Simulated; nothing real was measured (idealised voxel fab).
process module | voxel self aligned contacts
cross-section cut | 210 nm wide | cells 5 nm
A cross-section is a grid of square cells, given in bands from the top down. A band is one or more rows of cells.
Each band's line starts with the height of the band's top and of its bottom, in nm. Then come its materials from left to right, each with its width in nm. One material with "throughout" fills the band from edge to edge. "air" is empty space.
Height 0 is the level under which the wafer as received is all one material. The lowest band goes on downwards, as in "0 down".
A width such as "30 to 40" changes by the same amount from each row of cells to the next, from the band's top row to its bottom row.
"no change" after a step means that no cell of the cross-section changed.
closed voids: empty space of 8 cells or more with no open way to the top, each as width x height at its distance from the left edge, in nm
after a step's settings: what the simulator itself notes on the step
overlay nm, on a step with a mask: how far to the right of its planned place the mask lay; to the left if negative
plan
1 op RECEIVE | material Si
2 op CONFORMAL_DEP | material SiO2 | thk nm 5
3 op DIRECTIONAL_DEP | material polySi | thk nm 30
4 op DIRECTIONAL_DEP | material SiN | thk nm 20
5 op PATTERN | tone cover | mask id GATE | material resist | width nm 25 | pitch nm 50 | thk nm 15 | overlay nm 0
6 op DIRECTIONAL_ETCH | etch materials SiN | depth nm 20
7 op DIRECTIONAL_ETCH | etch materials polySi | depth nm 30
8 op STRIP | etch materials resist
9 op CONFORMAL_DEP | material SiN | thk nm 5
10 op DIRECTIONAL_ETCH | etch materials SiN | depth nm 5
11 op FILL_DEP | material SiO2 | thk nm 10
12 op CMP | height nm 60
13 op PATTERN | tone open | mask id CONTACT | material resist | width nm 35 | thk nm 15 | overlay nm 0
14 op DIRECTIONAL_ETCH | etch materials SiO2 | depth nm 60
15 op STRIP | etch materials resist
16 op CONFORMAL_DEP | material TiN | thk nm 5
17 op FILL_DEP | material Ru | thk nm 5
18 op CMP | height nm 60
19 op CONFORMAL_DEP | material SiN | thk nm 5
as received, after step 1
  0 down: Si throughout
  closed voids: none
first wafer at the end, as planned
  65 to 60: SiN throughout
  60 to 55: SiO2 85 | TiN 15 | Ru 5 | TiN 15 | SiO2 90
  55 to 35: SiO2 60 | SiN 35 | TiN 5 | Ru 5 | TiN 5 | SiN 35 | SiO2 65
  35 to 5: SiO2 60 | SiN 5 | polySi 25 | SiN 5 | TiN 5 | Ru 5 | TiN 5 | SiN 5 | polySi 25 | SiN 5 | SiO2 65
  5 to 0: SiO2 95 | TiN 15 | SiO2 100
  0 down: Si throughout
  closed voids: none
second wafer at the end: like start, like plan, one mistake
  65 to 60: SiN throughout
  60 to 55: Ru 55 | TiN 30 | SiO2 35 | TiN 30 | Ru 60
  55 to 35: Ru 55 | TiN 5 | SiN 35 | SiO2 15 | SiN 35 | TiN 5 | Ru 60
  35 to 5: Ru 55 | TiN 5 | SiN 5 | polySi 25 | SiN 5 | SiO2 15 | SiN 5 | polySi 25 | SiN 5 | TiN 5 | Ru 60
  5 to 0: TiN 60 | SiO2 85 | TiN 65
  0 down: Si throughout
  closed voids: none
what went wrong: step 13 ran as: op PATTERN | tone cover | mask id CONTACT | material resist | width nm 35 | thk nm 15 | overlay nm 0
at the end the second wafer has, in cells: 242 more of Ru | 270 fewer of SiO2 | 28 more of TiN
